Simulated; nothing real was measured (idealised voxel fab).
process module | voxel self aligned vias
Section shown: cut. Width: 280 nm. Cell size: 5 nm, square.
In what follows, cross-sections appear as grids of square cells, described through bands that run from the top down, where every band is one or more rows of cells. This entry defines a band. It first specifies the height of the band's top and the height of its bottom in nm, and then specifies the band's materials from left to right, stating each material with its width in nm. The word "everywhere" identifies a single material that fills the band from edge to edge, while the word "blank" identifies empty space. A quick word on heights: they are counted from 0, and under that level the wafer as it came to us is one material throughout. The lowest band is different from the rest in having no bottom; it simply continues downward, written as in "0 -> down". Width: "30 to 40" (first number = top row, second number = bottom row, same change from row to row of cells). Where the words "nothing got changed" appear for a step, the cross-section shows no cell changed by that step; every cell remained as before. Each empty space that has no open way to the top and spans at least 8 cells appears under "Unvented cavities" as width x height at distance, the distance counted from the left edge, all in nm. Post-settings text on a step line: simulator's own remark regarding the step. A step line may carry the setting "overlay nm", which, for steps involving a mask, states the distance by which the mask lay to the right of its intended position; negative values denote displacement to the left.

Steps in the process plan
1 RECEIVE | material Si
2 CONFORMAL_DEP | material SiO2 | thk nm 15
3 CONFORMAL_DEP | material SiCN | thk nm 5
4 DIRECTIONAL_DEP | material SiO2 | thk nm 20
5 MASKED_ETCH | tone open | mask id LINES | width nm 20 | pitch nm 45 | etch materials SiO2 | depth nm 20 | overlay nm 0
6 CONFORMAL_DEP | material TiN | thk nm 5
7 FILL_DEP | material W | thk nm 5
8 CMP | height nm 40
9 SELECTIVE_ETCH | etch materials W Ru TiN | depth nm 5
10 FILL_DEP | material SiN | thk nm 10
11 CMP | height nm 40
12 DIRECTIONAL_DEP | material SiO2 | thk nm 15
13 DIRECTIONAL_DEP | material aC | thk nm 10
14 PATTERN | tone open | mask id VIAS | material resist | width nm 30 | pitch nm 45 | thk nm 25 | overlay nm -15
15 DIRECTIONAL_ETCH | etch materials aC | depth nm 10
16 STRIP | etch materials resist
17 DIRECTIONAL_ETCH | etch materials SiO2 | depth nm 15
18 DIRECTIONAL_ETCH | etch materials SiN | depth nm 5
19 STRIP | etch materials aC
20 CONFORMAL_DEP | material TiN | thk nm 5
21 FILL_DEP | material W | thk nm 5
22 CMP | height nm 55
23 CONFORMAL_DEP | material SiCN | thk nm 5
For clarity, it should be stated that the wafers under discussion commence in an identical condition and differ with respect to the overlay nm of step 14, the plan indicating the value that the first wafer had.

Cut through the first of several wafers as received, post step 1
* 0 -> down  Si everywhere
* Unvented cavities: none

Module end state after final step 23: cross-section of the first of several wafers
* 60 -> 55  SiCN everywhere
* 55 -> 45  SiO2 65, then TiN 5, then W 20, then TiN 5, then SiO2 15, then TiN 5, then W 20, then TiN 5, then SiO2 15, then TiN 5, then W 20, then TiN 5, then SiO2 95
* 45 -> 40  SiO2 65, then TiN 30, then SiO2 15, then TiN 30, then SiO2 15, then TiN 30, then SiO2 95
* 40 -> 35  SiO2 85, then TiN 10, then SiN 10, then SiO2 25, then TiN 10, then SiN 10, then SiO2 25, then TiN 10, then SiN 10, then SiO2 85
* 35 -> 25  SiO2 85, then TiN 5, then W 10, then TiN 5, then SiO2 25, then TiN 5, then W 10, then TiN 5, then SiO2 25, then TiN 5, then W 10, then TiN 5, then SiO2 85
* 25 -> 20  SiO2 85, then TiN 20, then SiO2 25, then TiN 20, then SiO2 25, then TiN 20, then SiO2 85
* 20 -> 15  SiCN everywhere
* 15 -> 0  SiO2 everywhere
* 0 -> down  Si everywhere
* Unvented cavities: none

Module end, final wafer: cross-section
* 60 -> 55  SiCN everywhere
* 55 -> 45  SiO2 95, then TiN 5, then W 20, then TiN 5, then SiO2 15, then TiN 5, then W 20, then TiN 5, then SiO2 15, then TiN 5, then W 20, then TiN 5, then SiO2 65
* 45 -> 40  SiO2 95, then TiN 30, then SiO2 15, then TiN 30, then SiO2 15, then TiN 30, then SiO2 65
* 40 -> 35  SiO2 85, then SiN 10, then TiN 10, then SiO2 25, then SiN 10, then TiN 10, then SiO2 25, then SiN 10, then TiN 10, then SiO2 85
* 35 -> 25  SiO2 85, then TiN 5, then W 10, then TiN 5, then SiO2 25, then TiN 5, then W 10, then TiN 5, then SiO2 25, then TiN 5, then W 10, then TiN 5, then SiO2 85
* 25 -> 20  SiO2 85, then TiN 20, then SiO2 25, then TiN 20, then SiO2 25, then TiN 20, then SiO2 85
* 20 -> 15  SiCN everywhere
* 15 -> 0  SiO2 everywhere
* 0 -> down  Si everywhere
* Unvented cavities: none

End of module, by wafer: material-by-material cell gain (+) or loss (-) since receipt, then closed voids
overlay nm -15, +112 SiCN, +6 SiN, +458 SiO2, +60 TiN, +36 W, Unvented cavities: none
overlay nm -10, +112 SiCN, +3 SiN, +458 SiO2, +60 TiN, +39 W, Unvented cavities: none
overlay nm -5, +112 SiCN, +458 SiO2, +60 TiN, +42 W, Unvented cavities: none
overlay nm 0, +112 SiCN, +458 SiO2, +60 TiN, +42 W, Unvented cavities: none
overlay nm 5, +112 SiCN, +458 SiO2, +60 TiN, +42 W, Unvented cavities: none
overlay nm 10, +112 SiCN, +3 SiN, +458 SiO2, +60 TiN, +39 W, Unvented cavities: none
overlay nm 15, +112 SiCN, +6 SiN, +458 SiO2, +60 TiN, +36 W, Unvented cavities: none
